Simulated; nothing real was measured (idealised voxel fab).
process module | voxel gate over fins
cross-section cut | 300 nm wide | cells 5 nm
A cross-section is a grid of square cells, given in bands from the top down. A band is one or more rows of cells.
Each band's line starts with the height of the band's top and of its bottom, in nm. Then come its materials from left to right, each with its width in nm. One material with "throughout" fills the band from edge to edge. "air" is empty space.
Height 0 is the level under which the wafer as received is all one material. The lowest band goes on downwards, as in "0 down".
A width such as "30 to 40" changes by the same amount from each row of cells to the next, from the band's top row to its bottom row.
"no change" after a step means that no cell of the cross-section changed.
closed voids: empty space of 8 cells or more with no open way to the top, each as width x height at its distance from the left edge, in nm
after a step's settings: what the simulator itself notes on the step
overlay nm, on a step with a mask: how far to the right of its planned place the mask lay; to the left if negative
plan
1 op RECEIVE | material Si
2 op CONFORMAL_DEP | material SiN | thk nm 5
3 op MASKED_ETCH | tone cover | mask id FINS | width nm 15 | pitch nm 55 | etch materials SiN | depth nm 5 | overlay nm 0
4 op MASKED_ETCH | tone cover | mask id FINS | width nm 15 | pitch nm 55 | etch materials Si | depth nm 40 | overlay nm 0
5 op OXIDIZE | depth nm 5
6 op FILL_DEP | material SiO2 | thk nm 10
7 op CMP | height nm 5
8 op DIRECTIONAL_DEP | material aC | thk nm 10
9 op PATTERN | tone open | mask id RAIL | material resist | width nm 15 | thk nm 25 | overlay nm 0
10 op DIRECTIONAL_ETCH | etch materials aC | depth nm 10
11 op STRIP | etch materials resist
12 op DIRECTIONAL_ETCH | etch materials SiO2 | depth nm 40
13 op STRIP | etch materials aC
14 op CONFORMAL_DEP | material TiN | thk nm 5
15 op FILL_DEP | material W | thk nm 10
16 op CMP | height nm 5
17 op SELECTIVE_ETCH | etch materials W Ru TiN | depth nm 25
18 op FILL_DEP | material SiO2 | thk nm 5
19 op CMP | height nm 5
20 op SELECTIVE_ETCH | etch materials SiO2 | depth nm 15
21 op STRIP | etch materials SiN
22 op CONFORMAL_DEP | material HfO2 | thk nm 5
23 op CONFORMAL_DEP | material TiN | thk nm 5
24 op CONFORMAL_DEP | material TiAl | thk nm 5
25 op CONFORMAL_DEP | material TiN | thk nm 5
26 op FILL_DEP | material W | thk nm 15
27 op CMP | height nm 30
28 op CONFORMAL_DEP | material SiN | thk nm 5
as received, after step 1
  0 down: Si throughout
  closed voids: none
first wafer at the end, as planned
  35 to 30: SiN throughout
  30 to 20: W throughout
  20 to 15: W 45 | TiN 45 | W 10 | TiN 45 | W 10 | TiN 45 | W 10 | TiN 45 | W 45
  15 to 10: W 45 | TiN 5 | TiAl 35 | TiN 5 | W 10 | TiN 5 | TiAl 35 | TiN 5 | W 10 | TiN 5 | TiAl 35 | TiN 5 | W 10 | TiN 5 | TiAl 35 | TiN 5 | W 45
  10 to 5: TiN 50 | TiAl 5 | TiN 25 | TiAl 5 | TiN 20 | TiAl 5 | TiN 25 | TiAl 5 | TiN 20 | TiAl 5 | TiN 25 | TiAl 5 | TiN 20 | TiAl 5 | TiN 25 | TiAl 5 | TiN 50
  5 to 0: TiAl 55 | TiN 5 | HfO2 15 | TiN 5 | TiAl 30 | TiN 5 | HfO2 15 | TiN 5 | TiAl 30 | TiN 5 | HfO2 15 | TiN 5 | TiAl 30 | TiN 5 | HfO2 15 | TiN 5 | TiAl 55
  0 to -5: TiN 60 | HfO2 5 | Si 5 | HfO2 5 | TiN 40 | HfO2 5 | Si 5 | HfO2 5 | TiN 40 | HfO2 5 | Si 5 | HfO2 5 | TiN 40 | HfO2 5 | Si 5 | HfO2 5 | TiN 60
  -5 to -10: HfO2 65 | Si 5 | HfO2 50 | Si 5 | HfO2 50 | Si 5 | HfO2 50 | Si 5 | HfO2 65
  -10 to -20: SiO2 65 | Si 5 | SiO2 50 | Si 5 | SiO2 50 | Si 5 | SiO2 50 | Si 5 | SiO2 65
  -20 to -30: SiO2 65 | Si 5 | SiO2 15 | TiN 5 | W 5 | TiN 5 | SiO2 20 | Si 5 | SiO2 50 | Si 5 | SiO2 50 | Si 5 | SiO2 65
  -30 to -35: SiO2 65 | Si 5 | SiO2 15 | TiN 15 | SiO2 20 | Si 5 | SiO2 50 | Si 5 | SiO2 50 | Si 5 | SiO2 65
  -35 to -45: SiO2 65 | Si 5 | SiO2 50 | Si 5 | SiO2 50 | Si 5 | SiO2 50 | Si 5 | SiO2 65
  -45 down: Si throughout
  closed voids: none
second wafer at the end: like start, like plan, one mistake
  35 to 30: SiN throughout
  30 to 20: W throughout
  20 to 15: TiN throughout
  15 to 10: TiAl throughout
  10 to 5: TiN 65 | TiAl 5 | TiN 50 | TiAl 5 | TiN 50 | TiAl 5 | TiN 50 | TiAl 5 | TiN 65
  5 to 0: HfO2 60 | TiN 15 | HfO2 40 | TiN 15 | HfO2 40 | TiN 15 | HfO2 40 | TiN 15 | HfO2 60
  0 to -5: Si 55 | HfO2 25 | Si 30 | HfO2 25 | Si 30 | HfO2 25 | Si 30 | HfO2 25 | Si 55
  -5 down: Si throughout
  closed voids: none
what went wrong: step 3 ran as: op MASKED_ETCH | tone open | mask id FINS | width nm 15 | pitch nm 55 | etch materials SiN | depth nm 5 | overlay nm 0
at the end the second wafer has, in cells: 8 fewer of HfO2 | 484 more of Si | 383 fewer of SiO2 | 12 fewer of TiAl | 31 fewer of TiN | 50 fewer of W
